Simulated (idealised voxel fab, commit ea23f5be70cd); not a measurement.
process module | voxel air gaps
cross-section cut | 175 nm wide | cells 5 nm
A cross-section is a grid of square cells, given in bands from the top down. A band is one or more rows of cells.
Each band's line starts with the height of the band's top and of its bottom, in nm. Then come its materials from left to right, each with its width in nm. One material with "throughout" fills the band from edge to edge. "air" is empty space.
Height 0 is the level under which the wafer as received is all one material. The lowest band goes on downwards, as in "0 down".
A width such as "30 to 40" changes by the same amount from each row of cells to the next, from the band's top row to its bottom row.
"no change" after a step means that no cell of the cross-section changed.
closed voids: empty space of 8 cells or more with no open way to the top, each as width x height at its distance from the left edge, in nm
after a step's settings: what the simulator itself notes on the step
overlay nm, on a step with a mask: how far to the right of its planned place the mask lay; to the left if negative
plan
1 op RECEIVE | material Si
2 op CONFORMAL_DEP | material SiO2 | thk nm 15
3 op CONFORMAL_DEP | material SiCN | thk nm 5
4 op DIRECTIONAL_DEP | material SiO2 | thk nm 30
5 op DIRECTIONAL_DEP | material aC | thk nm 15
6 op PATTERN | tone open | mask id LINES | material resist | width nm 25 | pitch nm 50 | thk nm 35 | overlay nm 0
7 op DIRECTIONAL_ETCH | etch materials aC | depth nm 15
8 op STRIP | etch materials resist
9 op DIRECTIONAL_ETCH | etch materials SiO2 | depth nm 30
10 op STRIP | etch materials aC
11 op CONFORMAL_DEP | material TiN | thk nm 5
12 op FILL_DEP | material Cu | thk nm 10
13 op CMP | height nm 50
14 op EPI | material Ru | thk nm 10
15 op SELECTIVE_ETCH | etch materials SiO2 | depth nm 40
16 op CONFORMAL_DEP | material SiCN | thk nm 5
as received, after step 1
  0 down: Si throughout
  closed voids: none
a wafer at the end: this start, this plan, one mistake
  65 to 60: air 10 | SiCN 160 | air 5
  60 to 50: air 10 | SiCN 5 | Ru 150 | SiCN 5 | air 5
  50 to 45: air 10 | SiCN 15 | TiN 5 | Cu 20 | TiN 5 | SiO2 20 | TiN 5 | Cu 20 | TiN 5 | SiO2 20 | TiN 5 | Cu 20 | TiN 5 | SiCN 15 | air 5
  45 to 25: air 20 | SiCN 5 | TiN 5 | Cu 20 | TiN 5 | SiO2 20 | TiN 5 | Cu 20 | TiN 5 | SiO2 20 | TiN 5 | Cu 20 | TiN 5 | SiCN 5 | air 15
  25 to 20: SiCN 25 | TiN 30 | SiO2 20 | TiN 30 | SiO2 20 | TiN 30 | SiCN 20
  20 to 15: SiCN throughout
  15 to 0: SiO2 throughout
  0 down: Si throughout
  closed voids: none
what went wrong: step 6 ran as: op PATTERN | tone open | mask id LINES | material resist | width nm 30 | pitch nm 50 | thk nm 35 | overlay nm 0
